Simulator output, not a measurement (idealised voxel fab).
This is a process module. Its name is voxel wiring stack.
The cross-section on display is named cut; it measures 215 nm wide, and its cells are 5 nm squares.
Notation: cross-section as square-cell grid; stated in bands, top first, going down; one or more cell rows per band.
Within each band entry, the heights of the top and of the bottom of the band appear first, in that order and in nm; the materials of the band then follow from left to right, each with its corresponding width in nm. The designation "full width" on a single material indicates that it fills the band from edge to edge; the designation "air" indicates empty space.
Note: height 0 marks the level under which the wafer is uniformly one material as received. Lowest band unbounded below, written "0 nm and below".
So if you see something like "30 to 40" for the width, read it as the top row of the band sitting at the first number and the bottom row at the second, with every row in between moving by the same amount as the last.
"no alteration" (step): cross-section cells unchanged, all of them.
Entry "Closed cavities" = empty spaces >= 8 cells with no open way to the top; each as width x height at distance, distance from left edge, all nm.
On each step's line, the part that comes after the settings is the simulator's own comment on the step.
"overlay nm" answers the question of how far to the right of plan the mask lay on a step that has a mask, and when it is negative the answer is to the left.

[This section lists the process steps that were planned]
| 1 | op RECEIVE | material Si |
| 2 | op CONFORMAL_DEP | material SiO2 | thk nm 15 |
| 3 | op DIRECTIONAL_DEP | material TiN | thk nm 5 |
| 4 | op DIRECTIONAL_DEP | material W | thk nm 25 |
| 5 | op MASKED_ETCH | tone cover | mask id METAL_1 | width nm 25 | pitch nm 50 | etch materials W | depth nm 25 | overlay nm 0 |
| 6 | op MASKED_ETCH | tone cover | mask id METAL_1 | width nm 25 | pitch nm 50 | etch materials TiN | depth nm 5 | overlay nm 0 |
| 7 | op CONFORMAL_DEP | material SiCN | thk nm 5 |
| 8 | op FILL_DEP | material lowk | thk nm 10 |
| 9 | op CMP | height nm 45 |
| 10 | op CONFORMAL_DEP | material SiCN | thk nm 5 |
| 11 | op DIRECTIONAL_DEP | material lowk | thk nm 10 |
| 12 | op DIRECTIONAL_DEP | material aC | thk nm 15 |
| 13 | op PATTERN | tone open | mask id PLUG_1 | material resist | width nm 15 | pitch nm 50 | thk nm 35 | overlay nm 0 |
| 14 | op DIRECTIONAL_ETCH | etch materials aC | depth nm 15 |
| 15 | op STRIP | etch materials resist |
| 16 | op DIRECTIONAL_ETCH | etch materials lowk | depth nm 10 |
| 17 | op DIRECTIONAL_ETCH | etch materials SiCN | depth nm 5 |
| 18 | op STRIP | etch materials aC |
| 19 | op CONFORMAL_DEP | material TiN | thk nm 5 |
| 20 | op FILL_DEP | material W | thk nm 5 |
| 21 | op CMP | height nm 60 |
| 22 | op DIRECTIONAL_DEP | material TiN | thk nm 5 |
| 23 | op DIRECTIONAL_DEP | material W | thk nm 15 |
| 24 | op MASKED_ETCH | tone cover | mask id METAL_2 | width nm 25 | pitch nm 50 | etch materials W | depth nm 15 | overlay nm 0 |
| 25 | op MASKED_ETCH | tone cover | mask id METAL_2 | width nm 25 | pitch nm 50 | etch materials TiN | depth nm 5 | overlay nm 0 |
| 26 | op CONFORMAL_DEP | material SiN | thk nm 5 |
| 27 | op FILL_DEP | material SiO2 | thk nm 5 |
| 28 | op CMP | height nm 80 |
| 29 | op CONFORMAL_DEP | material SiCN | thk nm 5 |
| 30 | op DIRECTIONAL_DEP | material SiO2 | thk nm 25 |
| 31 | op DIRECTIONAL_DEP | material aC | thk nm 15 |
| 32 | op PATTERN | tone open | mask id METAL_3 | material resist | width nm 25 | pitch nm 50 | thk nm 30 | overlay nm 0 |
| 33 | op DIRECTIONAL_ETCH | etch materials aC | depth nm 15 |
| 34 | op STRIP | etch materials resist |
| 35 | op DIRECTIONAL_ETCH | etch materials SiO2 | depth nm 15 |
| 36 | op STRIP | etch materials aC |
| 37 | op PATTERN | tone open | mask id METAL_3_HOLES | material resist | width nm 15 | thk nm 20 | overlay nm 0 |
| 38 | op DIRECTIONAL_ETCH | etch materials SiO2 | depth nm 10 |
| 39 | op DIRECTIONAL_ETCH | etch materials SiCN | depth nm 5 |
| 40 | op STRIP | etch materials resist |
| 41 | op CONFORMAL_DEP | material TiN | thk nm 5 |
| 42 | op FILL_DEP | material Ru | thk nm 10 |
| 43 | op CMP | height nm 110 |
| 44 | op CONFORMAL_DEP | material SiN | thk nm 5 |

[Here's what the wafer looked like in cross-section when it arrived - that's after step 1]
- 0 nm and below  Si full width
- Closed cavities: none

[The first of two wafers, cross-sectioned at the end of the module, with the run proceeding as planned]
- 115 nm to 110 nm  SiN full width
- 110 nm to 100 nm  SiO2 (70), then TiN (5), then Ru (15), then TiN (5), then SiO2 (25), then TiN (5), then Ru (15), then TiN (5), then SiO2 (70)
- 100 nm to 95 nm  SiO2 (70), then TiN (5), then Ru (5), then TiN (15), then SiO2 (25), then TiN (25), then SiO2 (70)
- 95 nm to 85 nm  SiO2 (70), then TiN (5), then Ru (5), then TiN (5), then SiO2 (130)
- 85 nm to 80 nm  SiCN (70), then TiN (15), then SiCN (130)
- 80 nm to 65 nm  SiO2 (65), then SiN (5), then W (25), then SiN (5), then SiO2 (15), then SiN (5), then W (25), then SiN (5), then SiO2 (65)
- 65 nm to 60 nm  SiN (70), then TiN (25), then SiN (25), then TiN (25), then SiN (70)
- 60 nm to 50 nm  lowk (70), then TiN (5), then W (5), then TiN (5), then lowk (35), then TiN (5), then W (5), then TiN (5), then lowk (80)
- 50 nm to 45 nm  SiCN (70), then TiN (15), then SiCN (35), then TiN (15), then SiCN (80)
- 45 nm to 20 nm  lowk (65), then SiCN (5), then W (25), then SiCN (5), then lowk (15), then SiCN (5), then W (25), then SiCN (5), then lowk (65)
- 20 nm to 15 nm  SiCN (70), then TiN (25), then SiCN (25), then TiN (25), then SiCN (70)
- 15 nm to 0 nm  SiO2 full width
- 0 nm and below  Si full width
- Closed cavities: none

[What the second wafer looks like in cross-section once the module is done. Its start and its plan matched the first wafer's exactly; what differed was one mistake in how it was run]
- 115 nm to 110 nm  SiN full width
- 110 nm to 100 nm  SiO2 (70), then TiN (5), then Ru (15), then TiN (5), then SiO2 (25), then TiN (5), then Ru (15), then TiN (5), then SiO2 (70)
- 100 nm to 95 nm  SiO2 (70), then TiN (5), then Ru (5), then TiN (15), then SiO2 (25), then TiN (25), then SiO2 (70)
- 95 nm to 85 nm  SiO2 (70), then TiN (5), then Ru (5), then TiN (5), then SiO2 (130)
- 85 nm to 80 nm  SiCN (70), then TiN (15), then SiCN (130)
- 80 nm to 65 nm  aC full width
- 65 nm to 60 nm  TiN full width
- 60 nm to 50 nm  lowk (70), then TiN (5), then W (5), then TiN (5), then lowk (35), then TiN (5), then W (5), then TiN (5), then lowk (80)
- 50 nm to 45 nm  SiCN (70), then TiN (15), then SiCN (35), then TiN (15), then SiCN (80)
- 45 nm to 20 nm  lowk (65), then SiCN (5), then W (25), then SiCN (5), then lowk (15), then SiCN (5), then W (25), then SiCN (5), then lowk (65)
- 20 nm to 15 nm  SiCN (70), then TiN (25), then SiCN (25), then TiN (25), then SiCN (70)
- 15 nm to 0 nm  SiO2 full width
- 0 nm and below  Si full width
- Closed cavities: none
what went wrong: for step 23, the planned setting was not used; the step was instead run as op DIRECTIONAL_DEP | material aC | thk nm 15
Bottom line after processing is that, in cells, the second wafer is up or down on some materials versus the first: -45 SiN | -87 SiO2 | +33 TiN | -30 W | +129 aC
